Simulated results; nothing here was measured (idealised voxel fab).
Name of the process module below: voxel self aligned vias
Displayed cross-section: cut, width of 240 nm, square cells sized 5 nm.
Cross-section layout: square cells on a grid; listed as bands, top to bottom; a band spans one or more cell rows.
Per band: top height and bottom height in nm, followed by the left-to-right materials and their widths in nm; "everywhere" marks a single material spanning edge to edge, "air" marks empty space.
Where do heights start? At 0: under that level the wafer as delivered is made of one material only. And the lowest band has no floor; it just carries on downward, as in "from 0 down".
So if you see something like "30->40" for the width, read it as the top row of the band sitting at the first number and the bottom row at the second, with every row in between moving by the same amount as the last.
"everything unchanged" means the step left every cell of the cross-section as it was.
Closed-off voids of 8+ cells (no open route to the top) go in "Entrapped voids", written width x height at distance from the left edge, in nm.
That trailing text on a step's line, after the settings, is the simulator's own remark on the step.
Regarding "overlay nm": on a step with a mask, it is the distance the mask lay to the right of its planned place; a negative value places it to the left.
Guide to the pairs. Each holds a before and an after cross-section around one process step; the after cross-section is cut off at the lowest band that changed. Look under the pair for the step between them and its settings. Pairs can come from different runs of this module on the same starting wafer, so a pair follows on from the one above it only where its entry headed "Preceding state" says it does.
Preceding state:
    from 25 to 0 | SiO2 everywhere
    from 0 down | Si everywhere
    Entrapped voids: none
Step Result:
    from 30 to 25 | SiCN everywhere
    Under 25: no change, same as before.
    Entrapped voids: none
The step occurring between the two cross-sections depicted above is identified as CONFORMAL_DEP, material SiCN, thk nm 5
Preceding state: The prior state of this step coincides with the post-step cross-section of the pair just above.
Step Result:
    from 60 to 30 | SiO2 everywhere
    Under 30: no change, same as before.
    Entrapped voids: none
The step occurring between the two cross-sections depicted above is identified as DIRECTIONAL_DEP, material SiO2, thk nm 30
Preceding state: The prior state of this step coincides with the post-step cross-section of the pair just above.
Step Result:
    from 70 to 60 | aC everywhere
    Under 60: no change, same as before.
    Entrapped voids: none
The step occurring between the two cross-sections depicted above is identified as DIRECTIONAL_DEP, material aC, thk nm 10
Preceding state: The prior state of this step coincides with the post-step cross-section of the pair just above.
Step Result:
    from 100 to 70 | resist=60, air=20, resist=30, air=20, resist=30, air=20, resist=60
    Under 70: no change, same as before.
    Entrapped voids: none
The step occurring between the two cross-sections depicted above is identified as PATTERN, tone open, mask id LINES, material resist, width nm 20, pitch nm 50, thk nm 30, overlay nm 0
Preceding state: The prior state of this step coincides with the post-step cross-section of the pair just above.
Step Result:
    from 90 to 70 | resist=60, air=20, resist=30, air=20, resist=30, air=20, resist=60
    from 70 to 60 | aC=60, air=20, aC=30, air=20, aC=30, air=20, aC=60
    Under 60: no change, same as before.
    Entrapped voids: none
The step occurring between the two cross-sections depicted above is identified as DIRECTIONAL_ETCH, etch materials aC, depth nm 10
Preceding state: The prior state of this step coincides with the post-step cross-section of the pair just above.
Step Result:
    from 70 to 60 | aC=60, air=20, aC=30, air=20, aC=30, air=20, aC=60
    Under 60: no change, same as before.
    Entrapped voids: none
The step occurring between the two cross-sections depicted above is identified as STRIP, etch materials resist
Preceding state: The prior state of this step coincides with the post-step cross-section of the pair just above.
Step Result:
    from 70 to 60 | aC=60, air=20, aC=30, air=20, aC=30, air=20, aC=60
    from 60 to 30 | SiO2=60, air=20, SiO2=30, air=20, SiO2=30, air=20, SiO2=60
    Under 30: no change, same as before.
    Entrapped voids: none
The step occurring between the two cross-sections depicted above is identified as DIRECTIONAL_ETCH, etch materials SiO2, depth nm 30
Preceding state: The prior state of this step coincides with the post-step cross-section of the pair just above.
Step Result:
    from 60 to 30 | SiO2=60, air=20, SiO2=30, air=20, SiO2=30, air=20, SiO2=60
    Under 30: no change, same as before.
    Entrapped voids: none
The step occurring between the two cross-sections depicted above is identified as STRIP, etch materials aC
Preceding state: The prior state of this step coincides with the post-step cross-section of the pair just above.
Step Result:
    from 65 to 60 | TiN=65, air=10, TiN=40, air=10, TiN=40, air=10, TiN=65
    from 60 to 35 | SiO2=60, TiN=5, air=10, TiN=5, SiO2=30, TiN=5, air=10, TiN=5, SiO2=30, TiN=5, air=10, TiN=5, SiO2=60
    from 35 to 30 | SiO2=60, TiN=20, SiO2=30, TiN=20, SiO2=30, TiN=20, SiO2=60
    Under 30: no change, same as before.
    Entrapped voids: none
The step occurring between the two cross-sections depicted above is identified as CONFORMAL_DEP, material TiN, thk nm 5
Preceding state: The prior state of this step coincides with the post-step cross-section of the pair just above.
Step Result:
    from 70 to 65 | Ru everywhere
    from 65 to 60 | TiN=65, Ru=10, TiN=40, Ru=10, TiN=40, Ru=10, TiN=65
    from 60 to 35 | SiO2=60, TiN=5, Ru=10, TiN=5, SiO2=30, TiN=5, Ru=10, TiN=5, SiO2=30, TiN=5, Ru=10, TiN=5, SiO2=60
    Under 35: no change, same as before.
    Entrapped voids: none
The step occurring between the two cross-sections depicted above is identified as FILL_DEP, material Ru, thk nm 5
Preceding state: The prior state of this step coincides with the post-step cross-section of the pair just above.
Step Result:
    from 50 to 35 | SiO2=60, TiN=5, Ru=10, TiN=5, SiO2=30, TiN=5, Ru=10, TiN=5, SiO2=30, TiN=5, Ru=10, TiN=5, SiO2=60
    Under 35: no change, same as before.
    Entrapped voids: none
The step occurring between the two cross-sections depicted above is identified as CMP, height nm 50
Preceding state: The prior state of this step coincides with the post-step cross-section of the pair just above.
Step Result:
    from 50 to 45 | SiO2=60, air=20, SiO2=30, air=20, SiO2=30, air=20, SiO2=60
    Under 45: no change, same as before.
    Entrapped voids: none
The step occurring between the two cross-sections depicted above is identified as SELECTIVE_ETCH, etch materials W Ru TiN, depth nm 5
Preceding state: The prior state of this step coincides with the post-step cross-section of the pair just above.
Step Result:
    from 55 to 50 | SiN everywhere
    from 50 to 45 | SiO2=60, SiN=20, SiO2=30, SiN=20, SiO2=30, SiN=20, SiO2=60
    Under 45: no change, same as before.
    Entrapped voids: none
The step occurring between the two cross-sections depicted above is identified as FILL_DEP, material SiN, thk nm 5
Preceding state: The prior state of this step coincides with the post-step cross-section of the pair just above.
Step Result:
    from 50 to 45 | SiO2=60, SiN=20, SiO2=30, SiN=20, SiO2=30, SiN=20, SiO2=60
    Under 45: no change, same as before.
    Entrapped voids: none
The step occurring between the two cross-sections depicted above is identified as CMP, height nm 50
Preceding state: The prior state of this step coincides with the post-step cross-section of the pair just above.
Step Result:
    from 70 to 50 | SiO2 everywhere
    Under 50: no change, same as before.
    Entrapped voids: none
The step occurring between the two cross-sections depicted above is identified as DIRECTIONAL_DEP, material SiO2, thk nm 20
Preceding state: The prior state of this step coincides with the post-step cross-section of the pair just above.
Step Result:
    from 90 to 70 | resist=55, air=30, resist=70, air=30, resist=55
    Under 70: no change, same as before.
    Entrapped voids: none
The step occurring between the two cross-sections depicted above is identified as PATTERN, tone open, mask id VIAS, material resist, width nm 30, pitch nm 100, thk nm 20, overlay nm 0
Preceding state: The prior state of this step coincides with the post-step cross-section of the pair just above.
Step Result:
    from 90 to 70 | resist=55, air=30, resist=70, air=30, resist=55
    from 70 to 50 | SiO2=55, air=30, SiO2=70, air=30, SiO2=55
    Under 50: no change, same as before.
    Entrapped voids: none
The step occurring between the two cross-sections depicted above is identified as DIRECTIONAL_ETCH, etch materials SiO2, depth nm 20
Preceding state: The prior state of this step coincides with the post-step cross-section of the pair just above.
Step Result:
    from 90 to 70 | resist=55, air=30, resist=70, air=30, resist=55
    from 70 to 50 | SiO2=55, air=30, SiO2=70, air=30, SiO2=55
    from 50 to 45 | SiO2=60, air=20, SiO2=30, SiN=20, SiO2=30, air=20, SiO2=60
    Under 45: no change, same as before.
    Entrapped voids: none
The step occurring between the two cross-sections depicted above is identified as DIRECTIONAL_ETCH, etch materials SiN, depth nm 5
Preceding state: The prior state of this step coincides with the post-step cross-section of the pair just above.
Step Result:
    from 70 to 50 | SiO2=55, air=30, SiO2=70, air=30, SiO2=55
    Under 50: no change, same as before.
    Entrapped voids: none
The step occurring between the two cross-sections depicted above is identified as STRIP, etch materials resist
Preceding state: The prior state of this step coincides with the post-step cross-section of the pair just above.
Step Result:
    from 75 to 70 | TiN=60, air=20, TiN=80, air=20, TiN=60
    from 70 to 55 | SiO2=55, TiN=5, air=20, TiN=5, SiO2=70, TiN=5, air=20, TiN=5, SiO2=55
    from 55 to 50 | SiO2=55, TiN=10, air=10, TiN=10, SiO2=70, TiN=10, air=10, TiN=10, SiO2=55
    from 50 to 45 | SiO2=60, TiN=20, SiO2=30, SiN=20, SiO2=30, TiN=20, SiO2=60
    Under 45: no change, same as before.
    Entrapped voids: none
The step occurring between the two cross-sections depicted above is identified as CONFORMAL_DEP, material TiN, thk nm 5
Preceding state: The prior state of this step coincides with the post-step cross-section of the pair just above.
Step Result:
    from 80 to 75 | Cu everywhere
    from 75 to 70 | TiN=60, Cu=20, TiN=80, Cu=20, TiN=60
    from 70 to 55 | SiO2=55, TiN=5, Cu=20, TiN=5, SiO2=70, TiN=5, Cu=20, TiN=5, SiO2=55
    from 55 to 50 | SiO2=55, TiN=10, Cu=10, TiN=10, SiO2=70, TiN=10, Cu=10, TiN=10, SiO2=55
    Under 50: no change, same as before.
    Entrapped voids: none
The step occurring between the two cross-sections depicted above is identified as FILL_DEP, material Cu, thk nm 5
Preceding state: The prior state of this step coincides with the post-step cross-section of the pair just above.
Step Result:
    from 70 to 55 | SiO2=55, TiN=5, Cu=20, TiN=5, SiO2=70, TiN=5, Cu=20, TiN=5, SiO2=55
    Under 55: no change, same as before.
    Entrapped voids: none
The step occurring between the two cross-sections depicted above is identified as CMP, height nm 70
Preceding state: The prior state of this step coincides with the post-step cross-section of the pair just above.
Step Result:
    from 75 to 70 | SiN everywhere
    Under 70: no change, same as before.
    Entrapped voids: none
The step occurring between the two cross-sections depicted above is identified as CONFORMAL_DEP, material SiN, thk nm 5
Preceding state:
    from 70 to 50 | SiO2 everywhere
    from 50 to 45 | SiO2=60, SiN=20, SiO2=30, SiN=20, SiO2=30, SiN=20, SiO2=60
    from 45 to 25 | SiO2=60, TiN=5, Ru=10, TiN=5, SiO2=30, TiN=5, Ru=10, TiN=5, SiO2=30, TiN=5, Ru=10, TiN=5, SiO2=60
    from 25 to 20 | SiO2=60, TiN=20, SiO2=30, TiN=20, SiO2=30, TiN=20, SiO2=60
    from 20 to 15 | SiCN everywhere
    from 15 to 0 | SiO2 everywhere
    from 0 down | Si everywhere
    Entrapped voids: none
Step Result:
    from 90 to 70 | resist=50, air=40, resist=60, air=40, resist=50
    Under 70: no change, same as before.
    Entrapped voids: none
The step occurring between the two cross-sections depicted above is identified as PATTERN, tone open, mask id VIAS, material resist, width nm 40, pitch nm 100, thk nm 20, overlay nm 0
Preceding state: The prior state of this step coincides with the post-step cross-section of the pair just above.
Step Result:
    from 90 to 70 | resist=50, air=40, resist=60, air=40, resist=50
    from 70 to 50 | SiO2=50, air=40, SiO2=60, air=40, SiO2=50
    Under 50: no change, same as before.
    Entrapped voids: none
The step occurring between the two cross-sections depicted above is identified as DIRECTIONAL_ETCH, etch materials SiO2, depth nm 20
Preceding state: The prior state of this step coincides with the post-step cross-section of the pair just above.
Step Result:
    from 90 to 70 | resist=50, air=40, resist=60, air=40, resist=50
    from 70 to 50 | SiO2=50, air=40, SiO2=60, air=40, SiO2=50
    from 50 to 45 | SiO2=60, air=20, SiO2=30, SiN=20, SiO2=30, air=20, SiO2=60
    Under 45: no change, same as before.
    Entrapped voids: none
The step occurring between the two cross-sections depicted above is identified as DIRECTIONAL_ETCH, etch materials SiN, depth nm 5
Preceding state: The prior state of this step coincides with the post-step cross-section of the pair just above.
Step Result:
    from 70 to 50 | SiO2=50, air=40, SiO2=60, air=40, SiO2=50
    Under 50: no change, same as before.
    Entrapped voids: none
The step occurring between the two cross-sections depicted above is identified as STRIP, etch materials resist
Preceding state: The prior state of this step coincides with the post-step cross-section of the pair just above.
Step Result:
    from 75 to 70 | TiN=55, air=30, TiN=70, air=30, TiN=55
    from 70 to 55 | SiO2=50, TiN=5, air=30, TiN=5, SiO2=60, TiN=5, air=30, TiN=5, SiO2=50
    from 55 to 50 | SiO2=50, TiN=15, air=10, TiN=15, SiO2=60, TiN=15, air=10, TiN=15, SiO2=50
    from 50 to 45 | SiO2=60, TiN=20, SiO2=30, SiN=20, SiO2=30, TiN=20, SiO2=60
    Under 45: no change, same as before.
    Entrapped voids: none
The step occurring between the two cross-sections depicted above is identified as CONFORMAL_DEP, material TiN, thk nm 5
Preceding state: The prior state of this step coincides with the post-step cross-section of the pair just above.
Step Result:
    from 80 to 75 | Cu everywhere
    from 75 to 70 | TiN=55, Cu=30, TiN=70, Cu=30, TiN=55
    from 70 to 55 | SiO2=50, TiN=5, Cu=30, TiN=5, SiO2=60, TiN=5, Cu=30, TiN=5, SiO2=50
    from 55 to 50 | SiO2=50, TiN=15, Cu=10, TiN=15, SiO2=60, TiN=15, Cu=10, TiN=15, SiO2=50
    Under 50: no change, same as before.
    Entrapped voids: none
The step occurring between the two cross-sections depicted above is identified as FILL_DEP, material Cu, thk nm 5
Preceding state: The prior state of this step coincides with the post-step cross-section of the pair just above.
Step Result:
    from 70 to 55 | SiO2=50, TiN=5, Cu=30, TiN=5, SiO2=60, TiN=5, Cu=30, TiN=5, SiO2=50
    Under 55: no change, same as before.
    Entrapped voids: none
The step occurring between the two cross-sections depicted above is identified as CMP, height nm 70
Preceding state: The prior state of this step coincides with the post-step cross-section of the pair just above.
Step Result:
    from 75 to 70 | SiN everywhere
    Under 70: no change, same as before.
    Entrapped voids: none
The step occurring between the two cross-sections depicted above is identified as CONFORMAL_DEP, material SiN, thk nm 5
Preceding state:
    from 60 to 50 | aC everywhere
    from 50 to 20 | SiO2 everywhere
    from 20 to 15 | SiCN everywhere
    from 15 to 0 | SiO2 everywhere
    from 0 down | Si everywhere
    Entrapped voids: none
Step Result:
    from 90 to 60 | resist=65, air=20, resist=30, air=20, resist=30, air=20, resist=55
    Under 60: no change, same as before.
    Entrapped voids: none
The step occurring between the two cross-sections depicted above is identified as PATTERN, tone open, mask id LINES, material resist, width nm 20, pitch nm 50, thk nm 30, overlay nm 5
Preceding state: The prior state of this step coincides with the post-step cross-section of the pair just above.
Step Result:
    from 80 to 60 | resist=65, air=20, resist=30, air=20, resist=30, air=20, resist=55
    from 60 to 50 | aC=65, air=20, aC=30, air=20, aC=30, air=20, aC=55
    Under 50: no change, same as before.
    Entrapped voids: none
The step occurring between the two cross-sections depicted above is identified as DIRECTIONAL_ETCH, etch materials aC, depth nm 10
Preceding state: The prior state of this step coincides with the post-step cross-section of the pair just above.
Step Result:
    from 60 to 50 | aC=65, air=20, aC=30, air=20, aC=30, air=20, aC=55
    Under 50: no change, same as before.
    Entrapped voids: none
The step occurring between the two cross-sections depicted above is identified as STRIP, etch materials resist
Preceding state: The prior state of this step coincides with the post-step cross-section of the pair just above.
Step Result:
    from 60 to 50 | aC=65, air=20, aC=30, air=20, aC=30, air=20, aC=55
    from 50 to 20 | SiO2=65, air=20, SiO2=30, air=20, SiO2=30, air=20, SiO2=55
    Under 20: no change, same as before.
    Entrapped voids: none
The step occurring between the two cross-sections depicted above is identified as DIRECTIONAL_ETCH, etch materials SiO2, depth nm 30
Preceding state: The prior state of this step coincides with the post-step cross-section of the pair just above.
Step Result:
    from 50 to 20 | SiO2=65, air=20, SiO2=30, air=20, SiO2=30, air=20, SiO2=55
    Under 20: no change, same as before.
    Entrapped voids: none
The step occurring between the two cross-sections depicted above is identified as STRIP, etch materials aC
Preceding state: The prior state of this step coincides with the post-step cross-section of the pair just above.
Step Result:
    from 55 to 50 | TiN=70, air=10, TiN=40, air=10, TiN=40, air=10, TiN=60
    from 50 to 25 | SiO2=65, TiN=5, air=10, TiN=5, SiO2=30, TiN=5, air=10, TiN=5, SiO2=30, TiN=5, air=10, TiN=5, SiO2=55
    from 25 to 20 | SiO2=65, TiN=20, SiO2=30, TiN=20, SiO2=30, TiN=20, SiO2=55
    Under 20: no change, same as before.
    Entrapped voids: none
The step occurring between the two cross-sections depicted above is identified as CONFORMAL_DEP, material TiN, thk nm 5
Preceding state: The prior state of this step coincides with the post-step cross-section of the pair just above.
Step Result:
    from 60 to 55 | Ru everywhere
    from 55 to 50 | TiN=70, Ru=10, TiN=40, Ru=10, TiN=40, Ru=10, TiN=60
    from 50 to 25 | SiO2=65, TiN=5, Ru=10, TiN=5, SiO2=30, TiN=5, Ru=10, TiN=5, SiO2=30, TiN=5, Ru=10, TiN=5, SiO2=55
    Under 25: no change, same as before.
    Entrapped voids: none
The step occurring between the two cross-sections depicted above is identified as FILL_DEP, material Ru, thk nm 5
Preceding state: The prior state of this step coincides with the post-step cross-section of the pair just above.
Step Result:
    from 50 to 25 | SiO2=65, TiN=5, Ru=10, TiN=5, SiO2=30, TiN=5, Ru=10, TiN=5, SiO2=30, TiN=5, Ru=10, TiN=5, SiO2=55
    Under 25: no change, same as before.
    Entrapped voids: none
The step occurring between the two cross-sections depicted above is identified as CMP, height nm 50
Preceding state: The prior state of this step coincides with the post-step cross-section of the pair just above.
Step Result:
    from 50 to 45 | SiO2=65, air=20, SiO2=30, air=20, SiO2=30, air=20, SiO2=55
    Under 45: no change, same as before.
    Entrapped voids: none
The step occurring between the two cross-sections depicted above is identified as SELECTIVE_ETCH, etch materials W Ru TiN, depth nm 5
Preceding state: The prior state of this step coincides with the post-step cross-section of the pair just above.
Step Result:
    from 55 to 50 | SiN everywhere
    from 50 to 45 | SiO2=65, SiN=20, SiO2=30, SiN=20, SiO2=30, SiN=20, SiO2=55
    Under 45: no change, same as before.
    Entrapped voids: none
The step occurring between the two cross-sections depicted above is identified as FILL_DEP, material SiN, thk nm 5
Preceding state: The prior state of this step coincides with the post-step cross-section of the pair just above.
Step Result:
    from 50 to 45 | SiO2=65, SiN=20, SiO2=30, SiN=20, SiO2=30, SiN=20, SiO2=55
    Under 45: no change, same as before.
    Entrapped voids: none
The step occurring between the two cross-sections depicted above is identified as CMP, height nm 50
Preceding state: The prior state of this step coincides with the post-step cross-section of the pair just above.
Step Result:
    from 70 to 50 | SiO2 everywhere
    Under 50: no change, same as before.
    Entrapped voids: none
The step occurring between the two cross-sections depicted above is identified as DIRECTIONAL_DEP, material SiO2, thk nm 20
Preceding state: The prior state of this step coincides with the post-step cross-section of the pair just above.
Step Result:
    from 90 to 70 | resist=55, air=30, resist=70, air=30, resist=55
    Under 70: no change, same as before.
    Entrapped voids: none
The step occurring between the two cross-sections depicted above is identified as PATTERN, tone open, mask id VIAS, material resist, width nm 30, pitch nm 100, thk nm 20, overlay nm 0
Preceding state: The prior state of this step coincides with the post-step cross-section of the pair just above.
Step Result:
    from 90 to 70 | resist=55, air=30, resist=70, air=30, resist=55
    from 70 to 50 | SiO2=55, air=30, SiO2=70, air=30, SiO2=55
    Under 50: no change, same as before.
    Entrapped voids: none
The step occurring between the two cross-sections depicted above is identified as DIRECTIONAL_ETCH, etch materials SiO2, depth nm 20
Preceding state: The prior state of this step coincides with the post-step cross-section of the pair just above.
Step Result:
    from 90 to 70 | resist=55, air=30, resist=70, air=30, resist=55
    from 70 to 50 | SiO2=55, air=30, SiO2=70, air=30, SiO2=55
    from 50 to 45 | SiO2=65, air=20, SiO2=30, SiN=20, SiO2=30, air=20, SiO2=55
    Under 45: no change, same as before.
    Entrapped voids: none
The step occurring between the two cross-sections depicted above is identified as DIRECTIONAL_ETCH, etch materials SiN, depth nm 5
Preceding state: The prior state of this step coincides with the post-step cross-section of the pair just above.
Step Result:
    from 70 to 50 | SiO2=55, air=30, SiO2=70, air=30, SiO2=55
    Under 50: no change, same as before.
    Entrapped voids: none
The step occurring between the two cross-sections depicted above is identified as STRIP, etch materials resist
Preceding state: The prior state of this step coincides with the post-step cross-section of the pair just above.
Step Result:
    from 75 to 70 | TiN=60, air=20, TiN=80, air=20, TiN=60
    from 70 to 55 | SiO2=55, TiN=5, air=20, TiN=5, SiO2=70, TiN=5, air=20, TiN=5, SiO2=55
    from 55 to 50 | SiO2=55, TiN=15, air=10, TiN=5, SiO2=70, TiN=15, air=10, TiN=5, SiO2=55
    from 50 to 45 | SiO2=65, TiN=20, SiO2=30, SiN=20, SiO2=30, TiN=20, SiO2=55
    Under 45: no change, same as before.
    Entrapped voids: none
The step occurring between the two cross-sections depicted above is identified as CONFORMAL_DEP, material TiN, thk nm 5
Preceding state: The prior state of this step coincides with the post-step cross-section of the pair just above.
Step Result:
    from 80 to 75 | Cu everywhere
    from 75 to 70 | TiN=60, Cu=20, TiN=80, Cu=20, TiN=60
    from 70 to 55 | SiO2=55, TiN=5, Cu=20, TiN=5, SiO2=70, TiN=5, Cu=20, TiN=5, SiO2=55
    from 55 to 50 | SiO2=55, TiN=15, Cu=10, TiN=5, SiO2=70, TiN=15, Cu=10, TiN=5, SiO2=55
    Under 50: no change, same as before.
    Entrapped voids: none
The step occurring between the two cross-sections depicted above is identified as FILL_DEP, material Cu, thk nm 5
Preceding state: The prior state of this step coincides with the post-step cross-section of the pair just above.
Step Result:
    from 70 to 55 | SiO2=55, TiN=5, Cu=20, TiN=5, SiO2=70, TiN=5, Cu=20, TiN=5, SiO2=55
    Under 55: no change, same as before.
    Entrapped voids: none
The step occurring between the two cross-sections depicted above is identified as CMP, height nm 70
Preceding state: The prior state of this step coincides with the post-step cross-section of the pair just above.
Step Result:
    from 75 to 70 | SiN everywhere
    Under 70: no change, same as before.
    Entrapped voids: none
The step occurring between the two cross-sections depicted above is identified as CONFORMAL_DEP, material SiN, thk nm 5
Preceding state:
    from 75 to 70 | TiN=60, air=20, TiN=80, air=20, TiN=60
    from 70 to 55 | SiO2=55, TiN=5, air=20, TiN=5, SiO2=70, TiN=5, air=20, TiN=5, SiO2=55
    from 55 to 50 | SiO2=55, TiN=10, air=10, TiN=10, SiO2=70, TiN=10, air=10, TiN=10, SiO2=55
    from 50 to 45 | SiO2=60, TiN=20, SiO2=30, SiN=20, SiO2=30, TiN=20, SiO2=60
    from 45 to 25 | SiO2=60, TiN=5, Ru=10, TiN=5, SiO2=30, TiN=5, Ru=10, TiN=5, SiO2=30, TiN=5, Ru=10, TiN=5, SiO2=60
    from 25 to 20 | SiO2=60, TiN=20, SiO2=30, TiN=20, SiO2=30, TiN=20, SiO2=60
    from 20 to 15 | SiCN everywhere
    from 15 to 0 | SiO2 everywhere
    from 0 down | Si everywhere
    Entrapped voids: none
Step Result:
    from 80 to 75 | Ru everywhere
    from 75 to 70 | TiN=60, Ru=20, TiN=80, Ru=20, TiN=60
    from 70 to 55 | SiO2=55, TiN=5, Ru=20, TiN=5, SiO2=70, TiN=5, Ru=20, TiN=5, SiO2=55
    from 55 to 50 | SiO2=55, TiN=10, Ru=10, TiN=10, SiO2=70, TiN=10, Ru=10, TiN=10, SiO2=55
    Under 50: no change, same as before.
    Entrapped voids: none
The step occurring between the two cross-sections depicted above is identified as FILL_DEP, material Ru, thk nm 5
Preceding state: The prior state of this step coincides with the post-step cross-section of the pair just above.
Step Result:
    from 70 to 55 | SiO2=55, TiN=5, Ru=20, TiN=5, SiO2=70, TiN=5, Ru=20, TiN=5, SiO2=55
    Under 55: no change, same as before.
    Entrapped voids: none
The step occurring between the two cross-sections depicted above is identified as CMP, height nm 70
Preceding state: The prior state of this step coincides with the post-step cross-section of the pair just above.
Step Result:
    from 75 to 70 | SiN everywhere
    Under 70: no change, same as before.
    Entrapped voids: none
The step occurring between the two cross-sections depicted above is identified as CONFORMAL_DEP, material SiN, thk nm 5
Preceding state:
    from 70 to 50 | SiO2 everywhere
    from 50 to 45 | SiO2=60, SiN=20, SiO2=30, SiN=20, SiO2=30, SiN=20, SiO2=60
    from 45 to 25 | SiO2=60, TiN=5, Ru=10, TiN=5, SiO2=30, TiN=5, Ru=10, TiN=5, SiO2=30, TiN=5, Ru=10, TiN=5, SiO2=60
    from 25 to 20 | SiO2=60, TiN=20, SiO2=30, TiN=20, SiO2=30, TiN=20, SiO2=60
    from 20 to 15 | SiCN everywhere
    from 15 to 0 | SiO2 everywhere
    from 0 down | Si everywhere
    Entrapped voids: none
Step Result:
    from 90 to 70 | air=55, resist=30, air=70, resist=30, air=55
    Under 70: no change, same as before.
    Entrapped voids: none
The step occurring between the two cross-sections depicted above is identified as PATTERN, tone cover, mask id VIAS, material resist, width nm 30, pitch nm 100, thk nm 20, overlay nm 0
Preceding state: The prior state of this step coincides with the post-step cross-section of the pair just above.
Step Result:
    from 90 to 70 | air=55, resist=30, air=70, resist=30, air=55
    from 70 to 50 | air=55, SiO2=30, air=70, SiO2=30, air=55
    Under 50: no change, same as before.
    Entrapped voids: none
The step occurring between the two cross-sections depicted above is identified as DIRECTIONAL_ETCH, etch materials SiO2, depth nm 20
Preceding state: The prior state of this step coincides with the post-step cross-section of the pair just above.
Step Result:
    from 90 to 70 | air=55, resist=30, air=70, resist=30, air=55
    from 70 to 50 | air=55, SiO2=30, air=70, SiO2=30, air=55
    from 50 to 45 | SiO2=60, SiN=20, SiO2=30, air=20, SiO2=30, SiN=20, SiO2=60
    Under 45: no change, same as before.
    Entrapped voids: none
The step occurring between the two cross-sections depicted above is identified as DIRECTIONAL_ETCH, etch materials SiN, depth nm 5
Preceding state: The prior state of this step coincides with the post-step cross-section of the pair just above.
Step Result:
    from 70 to 50 | air=55, SiO2=30, air=70, SiO2=30, air=55
    Under 50: no change, same as before.
    Entrapped voids: none
The step occurring between the two cross-sections depicted above is identified as STRIP, etch materials resist
Preceding state: The prior state of this step coincides with the post-step cross-section of the pair just above.
Step Result:
    from 75 to 70 | air=50, TiN=40, air=60, TiN=40, air=50
    from 70 to 55 | air=50, TiN=5, SiO2=30, TiN=5, air=60, TiN=5, SiO2=30, TiN=5, air=50
    from 55 to 50 | TiN=55, SiO2=30, TiN=30, air=10, TiN=30, SiO2=30, TiN=55
    from 50 to 45 | SiO2=60, SiN=20, SiO2=30, TiN=20, SiO2=30, SiN=20, SiO2=60
    Under 45: no change, same as before.
    Entrapped voids: none
The step occurring between the two cross-sections depicted above is identified as CONFORMAL_DEP, material TiN, thk nm 5
Preceding state: The prior state of this step coincides with the post-step cross-section of the pair just above.
Step Result:
    from 80 to 75 | Cu everywhere
    from 75 to 70 | Cu=50, TiN=40, Cu=60, TiN=40, Cu=50
    from 70 to 55 | Cu=50, TiN=5, SiO2=30, TiN=5, Cu=60, TiN=5, SiO2=30, TiN=5, Cu=50
    from 55 to 50 | TiN=55, SiO2=30, TiN=30, Cu=10, TiN=30, SiO2=30, TiN=55
    Under 50: no change, same as before.
    Entrapped voids: none
The step occurring between the two cross-sections depicted above is identified as FILL_DEP, material Cu, thk nm 5
Preceding state: The prior state of this step coincides with the post-step cross-section of the pair just above.
Step Result:
    from 70 to 55 | Cu=50, TiN=5, SiO2=30, TiN=5, Cu=60, TiN=5, SiO2=30, TiN=5, Cu=50
    Under 55: no change, same as before.
    Entrapped voids: none
The step occurring between the two cross-sections depicted above is identified as CMP, height nm 70
Preceding state: The prior state of this step coincides with the post-step cross-section of the pair just above.
Step Result:
    from 75 to 70 | SiN everywhere
    Under 70: no change, same as before.
    Entrapped voids: none
The step occurring between the two cross-sections depicted above is identified as CONFORMAL_DEP, material SiN, thk nm 5
